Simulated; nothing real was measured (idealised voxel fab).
process module | voxel wiring stack
cross-section cut | 255 nm wide | cells 5 nm
A cross-section is a grid of square cells, given in bands from the top down. A band is one or more rows of cells.
Each band's line starts with the height of the band's top and of its bottom, in nm. Then come its materials from left to right, each with its width in nm. One material with "throughout" fills the band from edge to edge. "air" is empty space.
Height 0 is the level under which the wafer as received is all one material. The lowest band goes on downwards, as in "0 down".
A width such as "30 to 40" changes by the same amount from each row of cells to the next, from the band's top row to its bottom row.
"no change" after a step means that no cell of the cross-section changed.
closed voids: empty space of 8 cells or more with no open way to the top, each as width x height at its distance from the left edge, in nm
after a step's settings: what the simulator itself notes on the step
overlay nm, on a step with a mask: how far to the right of its planned place the mask lay; to the left if negative
plan
1 op RECEIVE | material Si
2 op CONFORMAL_DEP | material SiO2 | thk nm 15
3 op CONFORMAL_DEP | material SiN | thk nm 5
4 op DIRECTIONAL_DEP | material lowk | thk nm 25
5 op MASKED_ETCH | tone open | mask id METAL_1 | width nm 30 | pitch nm 50 | etch materials lowk | depth nm 25 | overlay nm 0
6 op MASKED_ETCH | tone open | mask id METAL_1 | width nm 30 | pitch nm 50 | etch materials SiN | depth nm 5 | overlay nm 0
7 op CONFORMAL_DEP | material TiN | thk nm 5
8 op FILL_DEP | material Cu | thk nm 10
9 op CMP | height nm 45
10 op CONFORMAL_DEP | material SiCN | thk nm 5
11 op DIRECTIONAL_DEP | material SiO2 | thk nm 25
12 op MASKED_ETCH | tone open | mask id METAL_2_HOLES | width nm 15 | pitch nm 50 | etch materials SiO2 | depth nm 25 | overlay nm -15
13 op MASKED_ETCH | tone open | mask id METAL_2 | width nm 30 | pitch nm 50 | etch materials SiO2 | depth nm 15 | overlay nm 0
14 op MASKED_ETCH | tone open | mask id METAL_2 | width nm 30 | pitch nm 50 | etch materials SiCN | depth nm 5 | overlay nm 0
15 op CONFORMAL_DEP | material TiN | thk nm 5
16 op FILL_DEP | material Cu | thk nm 10
17 op CMP | height nm 75
18 op CONFORMAL_DEP | material SiCN | thk nm 5
19 op DIRECTIONAL_DEP | material lowk | thk nm 30
20 op MASKED_ETCH | tone open | mask id METAL_3 | width nm 30 | pitch nm 50 | etch materials lowk | depth nm 15 | overlay nm 0
21 op MASKED_ETCH | tone open | mask id METAL_3_HOLES | width nm 15 | pitch nm 50 | etch materials lowk | depth nm 15 | overlay nm 0
22 op MASKED_ETCH | tone open | mask id METAL_3_HOLES | width nm 15 | pitch nm 50 | etch materials SiCN | depth nm 5 | overlay nm 0
23 op CONFORMAL_DEP | material TiN | thk nm 5
24 op FILL_DEP | material Cu | thk nm 5
25 op CMP | height nm 110
26 op CONFORMAL_DEP | material SiN | thk nm 5
varied across the wafers: overlay nm of step 12. The plan shows the first wafer's value. All wafers start alike
first wafer as received, after step 1
  0 down: Si throughout
  closed voids: none
each wafer at the end: cells of each material gained (+) or lost (-) since it was received, then its closed voids
overlay nm -15 | +192 Cu | +90 SiCN | +78 SiN | +276 SiO2 | +204 TiN | +333 lowk | closed voids: none
overlay nm -10 | +184 Cu | +86 SiCN | +78 SiN | +288 SiO2 | +204 TiN | +333 lowk | closed voids: none
overlay nm -5 | +176 Cu | +82 SiCN | +78 SiN | +300 SiO2 | +204 TiN | +333 lowk | closed voids: none
overlay nm 0 | +172 Cu | +78 SiCN | +78 SiN | +312 SiO2 | +200 TiN | +333 lowk | closed voids: none
overlay nm 5 | +172 Cu | +78 SiCN | +78 SiN | +312 SiO2 | +200 TiN | +333 lowk | closed voids: none
overlay nm 10 | +172 Cu | +78 SiCN | +78 SiN | +312 SiO2 | +200 TiN | +333 lowk | closed voids: none
overlay nm 15 | +172 Cu | +78 SiCN | +78 SiN | +312 SiO2 | +200 TiN | +333 lowk | closed voids: none
